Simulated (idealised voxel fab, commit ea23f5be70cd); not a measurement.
The process module presented herein is designated voxel tone inversion.
cross-section cut | 195 nm wide | cells 5 nm
A cross-section is written here as square cells arranged in a grid, and it is given in bands from the top down, each band taking up one or more rows of cells.
Heads up on the band format: heights come first, top then bottom, in nm. After that it's the materials left to right, each with its width in nm. A single material flagged "full width" fills the whole band edge to edge, and "air" means there's empty space there.
It should be noted that heights are counted from 0, beneath which the wafer as supplied is of one material throughout, and that the lowest band possesses no lower boundary but continues downward, as written in "0..down".
A width given as "30..40" starts at the first number in the band's top row and ends at the second number in its bottom row, shifting by an equal amount at every step from row to row.
What does "no alterations made" mean for a step? It means no cell of the cross-section changed in that step.
Reported under the label "Cavities, sealed" are the empty spaces having no open way to the top and comprising 8 cells or more; the notation for each is width x height at distance, in which the distance is measured from the left edge and all three values are in nm.
What comes after the settings on a step's line is commentary from the simulator itself on that step.
"overlay nm", when on a step's line for a step with a mask, measures how far to the right of its planned place the mask lay; a negative measure means to the left.
THIS SECTION LISTS THE PROCESS STEPS THAT WERE PLANNED
1. RECEIVE,material Si
2. CONFORMAL_DEP,material SiN,thk nm 10
3. DIRECTIONAL_DEP,material aC,thk nm 15
4. PATTERN,tone cover,mask id POSTS,material resist,width nm 15,pitch nm 45,thk nm 25,overlay nm 0
5. DIRECTIONAL_ETCH,etch materials aC,depth nm 15
6. STRIP,etch materials resist
7. FILL_DEP,material lowk,thk nm 5
8. CMP,height nm 25
9. STRIP,etch materials aC
Keep in mind the plan's value for the width nm of step 4 comes from the first wafer; the wafers don't share that setting, but they do share the same starting point.
INCOMING STATE OF THE FIRST OF SEVERAL WAFERS IN CROSS-SECTION: AFTER STEP 1
    0..down | Si full width
    Cavities, sealed: none
HERE IS THE CROSS-SECTION OF THE FIRST OF SEVERAL WAFERS AT THE END OF THE MODULE, AFTER ITS LAST STEP, STEP 9
    25..10 | lowk 70 nm / air 15 nm / lowk 30 nm / air 15 nm / lowk 65 nm
    10..0 | SiN full width
    0..down | Si full width
    Cavities, sealed: none
A CROSS-SECTION THROUGH THE LAST WAFER AT THE CLOSE OF THE MODULE
    25..10 | lowk 60 nm / air 30 nm / lowk 15 nm / air 30 nm / lowk 60 nm
    10..0 | SiN full width
    0..down | Si full width
    Cavities, sealed: none
TAKE ANY ROW AND YOU HAVE A WAFER AT THE END OF THE MODULE: HOW MANY CELLS OF EACH MATERIAL IT HAS GAINED (+) OR LOST (-) SINCE IT WAS RECEIVED, AND THEN ITS CLOSED VOIDS
width nm 15 | +78 SiN | +99 lowk | Cavities, sealed: none
width nm 20 | +78 SiN | +93 lowk | Cavities, sealed: none
width nm 25 | +78 SiN | +87 lowk | Cavities, sealed: none
width nm 30 | +78 SiN | +81 lowk | Cavities, sealed: none
